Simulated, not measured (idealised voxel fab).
Title: Process Module voxel fin reveal
We display cut, a cross-section 275 nm in width whose square cells are each 5 nm.
If you're reading a cross-section in this doc, picture square cells in a grid; it comes to you as bands, top ones listed first down to the bottom, and a band can be one or more rows of cells.
The band entry comprises the height of the band's top followed by the height of its bottom, expressed in nm, and subsequently the band's materials from left to right, each stated together with its width in nm. Where a single material is marked with the word "throughout", that material fills the band from edge to edge. The word "blank" represents empty space.
Height reference: 0 = level under which incoming wafer is all one material. Lowest band: no bottom, runs on downward, e.g. "top 0, no bottom".
The expression "30->40" gives the width at the extremes of the band, the first number at its top row of cells and the second at its bottom row, with the width changing by equal amounts from each row to the next in between.
"left unchanged" (step): cross-section cells unchanged, all of them.
Heads up: "Voids, enclosed" only lists the empty pockets with no open path to the top that are 8 cells or more, and it writes them as width x height at distance, distance from the left edge, in nm.
Heads up: the bit after the settings on a step's line is the simulator's remark on that step.
"overlay nm" on a masked step: distance the mask lay right of its planned place, negative for left.

The steps planned for the process are as follows
- 1: RECEIVE,material Si
- 2: CONFORMAL_DEP,material SiN,thk nm 5
- 3: MASKED_ETCH,tone cover,mask id FINS,width nm 15,pitch nm 35,etch materials SiN,depth nm 5,overlay nm 0
- 4: MASKED_ETCH,tone cover,mask id FINS,width nm 15,pitch nm 35,etch materials Si,depth nm 40,overlay nm 0
- 5: OXIDIZE,depth nm 5
- 6: FILL_DEP,material SiO2,thk nm 15
- 7: CMP,height nm 5
- 8: SELECTIVE_ETCH,etch materials SiO2,depth nm 20
- 9: STRIP,etch materials SiN

Here's what the wafer looked like in cross-section when it arrived - that's after step 1
  top 0, no bottom  Si throughout
  Voids, enclosed: none

Figure: cross-sectional view of the wafer upon completion of the module, processed from the initial state and according to the plan depicted above, with one error introduced during execution
  top 0, bottom -5  Si 70 nm  blank 25 nm  Si 10 nm  blank 25 nm  Si 10 nm  blank 25 nm  Si 10 nm  blank 25 nm  Si 75 nm
  top -5, no bottom  Si throughout
  Voids, enclosed: none
Short version of what went wrong: step 3 was run on a setting that differed from the plan, and what really ran there is MASKED_ETCH,tone open,mask id FINS,width nm 15,pitch nm 35,etch materials SiN,depth nm 5,overlay nm 0
